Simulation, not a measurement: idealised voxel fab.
voxel air gaps: a process module
Section shown: cut. Width: 285 nm. Cell size: 5 nm, square.
Throughout this document, each cross-section is represented as a grid of square cells and is presented as a sequence of bands enumerated from the top downward, where a band comprises one or more rows of cells.
For a band, the entry starts with two heights in nm, that of the top and then that of the bottom, and carries on with the band's materials in order from left to right, each alongside its width in nm; the word "all across" beside a single material means it fills the band edge to edge, and "air" means empty space.
Height datum 0, below which the as-received substrate wafer is one material. Lowest band open at the bottom, running downward: "top 0, no bottom".
The expression "30 to 40" gives the width at the extremes of the band, the first number at its top row of cells and the second at its bottom row, with the width changing by equal amounts from each row to the next in between.
Any step labelled "no modification" changed none of the cells in the cross-section.
Empty spaces without an open route to the top, at least 8 cells in extent, make up the entry "Enclosed void catalog"; each is given as width x height at distance, where the distance is measured from the left edge, and all are in nm.
The remark found on a step's line after its settings is issued by the simulator itself and pertains to that step.
A step's line can hold "overlay nm"; with a mask on that step, the setting says how far right of the planned place the mask lay, while a negative setting says it lay to the left.

### Here's what the planned process steps look like
1. op RECEIVE | material Si
2. op CONFORMAL_DEP | material SiO2 | thk nm 10
3. op CONFORMAL_DEP | material SiN | thk nm 5
4. op DIRECTIONAL_DEP | material SiO2 | thk nm 40
5. op DIRECTIONAL_DEP | material aC | thk nm 10
6. op PATTERN | tone open | mask id LINES | material resist | width nm 25 | pitch nm 50 | thk nm 30 | overlay nm 0
7. op DIRECTIONAL_ETCH | etch materials aC | depth nm 10
8. op STRIP | etch materials resist
9. op DIRECTIONAL_ETCH | etch materials SiO2 | depth nm 40
10. op STRIP | etch materials aC
11. op CONFORMAL_DEP | material TiN | thk nm 5
12. op FILL_DEP | material W | thk nm 10
13. op CMP | height nm 55
14. op EPI | material Ru | thk nm 10
15. op SELECTIVE_ETCH | etch materials SiO2 | depth nm 50
16. op CONFORMAL_DEP | material SiN | thk nm 5

### Concerning the first of two wafers, which was run in accordance with the plan

### Cross-section of the wafer upon arrival, representing the state reached after step 1
	top 0, no bottom | Si all across
	Enclosed void catalog: none

### after step 2
	top 10, bottom 0 | SiO2 all across
	Anything lower than 0 is untouched.

### after step 3
	top 15, bottom 10 | SiN all across
	Anything lower than 10 is untouched.

### after step 4
	top 55, bottom 15 | SiO2 all across
	Anything lower than 15 is untouched.

### after step 5
	top 65, bottom 55 | aC all across
	Anything lower than 55 is untouched.

### after step 6
	top 95, bottom 65 | 80 nm resist, 25 nm air, 25 nm resist, 25 nm air, 25 nm resist, 25 nm air, 80 nm resist
	Anything lower than 65 is untouched.

### after step 7
	top 85, bottom 65 | 80 nm resist, 25 nm air, 25 nm resist, 25 nm air, 25 nm resist, 25 nm air, 80 nm resist
	top 65, bottom 55 | 80 nm aC, 25 nm air, 25 nm aC, 25 nm air, 25 nm aC, 25 nm air, 80 nm aC
	Anything lower than 55 is untouched.

### after step 8
	top 65, bottom 55 | 80 nm aC, 25 nm air, 25 nm aC, 25 nm air, 25 nm aC, 25 nm air, 80 nm aC
	Anything lower than 55 is untouched.

### after step 9
	top 65, bottom 55 | 80 nm aC, 25 nm air, 25 nm aC, 25 nm air, 25 nm aC, 25 nm air, 80 nm aC
	top 55, bottom 15 | 80 nm SiO2, 25 nm air, 25 nm SiO2, 25 nm air, 25 nm SiO2, 25 nm air, 80 nm SiO2
	Anything lower than 15 is untouched.

### after step 10
	top 55, bottom 15 | 80 nm SiO2, 25 nm air, 25 nm SiO2, 25 nm air, 25 nm SiO2, 25 nm air, 80 nm SiO2
	Anything lower than 15 is untouched.

### after step 11
	top 60, bottom 55 | 85 nm TiN, 15 nm air, 35 nm TiN, 15 nm air, 35 nm TiN, 15 nm air, 85 nm TiN
	top 55, bottom 20 | 80 nm SiO2, 5 nm TiN, 15 nm air, 5 nm TiN, 25 nm SiO2, 5 nm TiN, 15 nm air, 5 nm TiN, 25 nm SiO2, 5 nm TiN, 15 nm air, 5 nm TiN, 80 nm SiO2
	top 20, bottom 15 | 80 nm SiO2, 25 nm TiN, 25 nm SiO2, 25 nm TiN, 25 nm SiO2, 25 nm TiN, 80 nm SiO2
	Anything lower than 15 is untouched.

### after step 12
	top 70, bottom 60 | W all across
	top 60, bottom 55 | 85 nm TiN, 15 nm W, 35 nm TiN, 15 nm W, 35 nm TiN, 15 nm W, 85 nm TiN
	top 55, bottom 20 | 80 nm SiO2, 5 nm TiN, 15 nm W, 5 nm TiN, 25 nm SiO2, 5 nm TiN, 15 nm W, 5 nm TiN, 25 nm SiO2, 5 nm TiN, 15 nm W, 5 nm TiN, 80 nm SiO2
	Anything lower than 20 is untouched.

### after step 13
	top 55, bottom 20 | 80 nm SiO2, 5 nm TiN, 15 nm W, 5 nm TiN, 25 nm SiO2, 5 nm TiN, 15 nm W, 5 nm TiN, 25 nm SiO2, 5 nm TiN, 15 nm W, 5 nm TiN, 80 nm SiO2
	Anything lower than 20 is untouched.

### after step 14
	top 65, bottom 55 | 70 nm air, 45 nm Ru, 5 nm air, 45 nm Ru, 5 nm air, 45 nm Ru, 70 nm air
	Anything lower than 55 is untouched.

### after step 15
	top 65, bottom 55 | 70 nm air, 45 nm Ru, 5 nm air, 45 nm Ru, 5 nm air, 45 nm Ru, 70 nm air
	top 55, bottom 20 | 80 nm air, 5 nm TiN, 15 nm W, 5 nm TiN, 25 nm air, 5 nm TiN, 15 nm W, 5 nm TiN, 25 nm air, 5 nm TiN, 15 nm W, 5 nm TiN, 80 nm air
	top 20, bottom 15 | 80 nm air, 25 nm TiN, 25 nm air, 25 nm TiN, 25 nm air, 25 nm TiN, 80 nm air
	Anything lower than 15 is untouched.

### after step 16
	top 70, bottom 65 | 65 nm air, 155 nm SiN, 65 nm air
	top 65, bottom 55 | 65 nm air, 5 nm SiN, 45 nm Ru, 5 nm SiN, 45 nm Ru, 5 nm SiN, 45 nm Ru, 5 nm SiN, 65 nm air
	top 55, bottom 50 | 65 nm air, 15 nm SiN, 5 nm TiN, 15 nm W, 5 nm TiN, 25 nm SiN, 5 nm TiN, 15 nm W, 5 nm TiN, 25 nm SiN, 5 nm TiN, 15 nm W, 5 nm TiN, 15 nm SiN, 65 nm air
	top 50, bottom 20 | 75 nm air, 5 nm SiN, 5 nm TiN, 15 nm W, 5 nm TiN, 5 nm SiN, 15 nm air, 5 nm SiN, 5 nm TiN, 15 nm W, 5 nm TiN, 5 nm SiN, 15 nm air, 5 nm SiN, 5 nm TiN, 15 nm W, 5 nm TiN, 5 nm SiN, 75 nm air
	top 20, bottom 15 | 80 nm SiN, 25 nm TiN, 25 nm SiN, 25 nm TiN, 25 nm SiN, 25 nm TiN, 80 nm SiN
	Anything lower than 15 is untouched.
	Enclosed void catalog: 15 x 30 at 110; 15 x 30 at 160

### The second wafer was prepared from the same starting point and under the same plan as the first; its processing contained one mistake, and it remains indistinguishable from the first wafer up to and including step 5

### Cross-section: second wafer, time at which step 6 was scheduled to end
	top 95, bottom 65 | 85 nm resist, 15 nm air, 35 nm resist, 15 nm air, 35 nm resist, 15 nm air, 85 nm resist
	Anything lower than 65 is untouched.

### Cross-section: second wafer, time at which step 7 was scheduled to end
	top 85, bottom 65 | 85 nm resist, 15 nm air, 35 nm resist, 15 nm air, 35 nm resist, 15 nm air, 85 nm resist
	top 65, bottom 55 | 85 nm aC, 15 nm air, 35 nm aC, 15 nm air, 35 nm aC, 15 nm air, 85 nm aC
	Anything lower than 55 is untouched.

### Cross-section: second wafer, time at which step 8 was scheduled to end
	top 65, bottom 55 | 85 nm aC, 15 nm air, 35 nm aC, 15 nm air, 35 nm aC, 15 nm air, 85 nm aC
	Anything lower than 55 is untouched.

### Cross-section: second wafer, time at which step 9 was scheduled to end
	top 65, bottom 55 | 85 nm aC, 15 nm air, 35 nm aC, 15 nm air, 35 nm aC, 15 nm air, 85 nm aC
	top 55, bottom 15 | 85 nm SiO2, 15 nm air, 35 nm SiO2, 15 nm air, 35 nm SiO2, 15 nm air, 85 nm SiO2
	Anything lower than 15 is untouched.

### Cross-section: second wafer, time at which step 10 was scheduled to end
	top 55, bottom 15 | 85 nm SiO2, 15 nm air, 35 nm SiO2, 15 nm air, 35 nm SiO2, 15 nm air, 85 nm SiO2
	Anything lower than 15 is untouched.

### Cross-section: second wafer, time at which step 11 was scheduled to end
	top 60, bottom 55 | 90 nm TiN, 5 nm air, 45 nm TiN, 5 nm air, 45 nm TiN, 5 nm air, 90 nm TiN
	top 55, bottom 20 | 85 nm SiO2, 5 nm TiN, 5 nm air, 5 nm TiN, 35 nm SiO2, 5 nm TiN, 5 nm air, 5 nm TiN, 35 nm SiO2, 5 nm TiN, 5 nm air, 5 nm TiN, 85 nm SiO2
	top 20, bottom 15 | 85 nm SiO2, 15 nm TiN, 35 nm SiO2, 15 nm TiN, 35 nm SiO2, 15 nm TiN, 85 nm SiO2
	Anything lower than 15 is untouched.

### Cross-section: second wafer, time at which step 12 was scheduled to end
	top 70, bottom 60 | W all across
	top 60, bottom 55 | 90 nm TiN, 5 nm W, 45 nm TiN, 5 nm W, 45 nm TiN, 5 nm W, 90 nm TiN
	top 55, bottom 20 | 85 nm SiO2, 5 nm TiN, 5 nm W, 5 nm TiN, 35 nm SiO2, 5 nm TiN, 5 nm W, 5 nm TiN, 35 nm SiO2, 5 nm TiN, 5 nm W, 5 nm TiN, 85 nm SiO2
	Anything lower than 20 is untouched.

### Cross-section: second wafer, time at which step 13 was scheduled to end
	top 55, bottom 20 | 85 nm SiO2, 5 nm TiN, 5 nm W, 5 nm TiN, 35 nm SiO2, 5 nm TiN, 5 nm W, 5 nm TiN, 35 nm SiO2, 5 nm TiN, 5 nm W, 5 nm TiN, 85 nm SiO2
	Anything lower than 20 is untouched.

### Cross-section: second wafer, time at which step 14 was scheduled to end
	top 65, bottom 55 | 75 nm air, 35 nm Ru, 15 nm air, 35 nm Ru, 15 nm air, 35 nm Ru, 75 nm air
	Anything lower than 55 is untouched.

### Cross-section: second wafer, time at which step 15 was scheduled to end
	top 65, bottom 55 | 75 nm air, 35 nm Ru, 15 nm air, 35 nm Ru, 15 nm air, 35 nm Ru, 75 nm air
	top 55, bottom 20 | 85 nm air, 5 nm TiN, 5 nm W, 5 nm TiN, 35 nm air, 5 nm TiN, 5 nm W, 5 nm TiN, 35 nm air, 5 nm TiN, 5 nm W, 5 nm TiN, 85 nm air
	top 20, bottom 15 | 85 nm air, 15 nm TiN, 35 nm air, 15 nm TiN, 35 nm air, 15 nm TiN, 85 nm air
	Anything lower than 15 is untouched.

### Cross-section: second wafer, time at which step 16 was scheduled to end
	top 70, bottom 65 | 70 nm air, 45 nm SiN, 5 nm air, 45 nm SiN, 5 nm air, 45 nm SiN, 70 nm air
	top 65, bottom 55 | 70 nm air, 5 nm SiN, 35 nm Ru, 5 nm SiN, 5 nm air, 5 nm SiN, 35 nm Ru, 5 nm SiN, 5 nm air, 5 nm SiN, 35 nm Ru, 5 nm SiN, 70 nm air
	top 55, bottom 50 | 70 nm air, 15 nm SiN, 5 nm TiN, 5 nm W, 5 nm TiN, 15 nm SiN, 5 nm air, 15 nm SiN, 5 nm TiN, 5 nm W, 5 nm TiN, 15 nm SiN, 5 nm air, 15 nm SiN, 5 nm TiN, 5 nm W, 5 nm TiN, 15 nm SiN, 70 nm air
	top 50, bottom 20 | 80 nm air, 5 nm SiN, 5 nm TiN, 5 nm W, 5 nm TiN, 5 nm SiN, 25 nm air, 5 nm SiN, 5 nm TiN, 5 nm W, 5 nm TiN, 5 nm SiN, 25 nm air, 5 nm SiN, 5 nm TiN, 5 nm W, 5 nm TiN, 5 nm SiN, 80 nm air
	top 20, bottom 15 | 85 nm SiN, 15 nm TiN, 35 nm SiN, 15 nm TiN, 35 nm SiN, 15 nm TiN, 85 nm SiN
	Anything lower than 15 is untouched.
Processing error: planned and actual differ for step 6; actual: op PATTERN | tone open | mask id LINES | material resist | width nm 15 | pitch nm 50 | thk nm 30 | overlay nm 0
End of process, cell counts, second wafer against first, materials with more or fewer: -12 Ru; +8 SiN; -6 TiN; -42 W
Final closed voids: first wafer 2, second wafer 0.
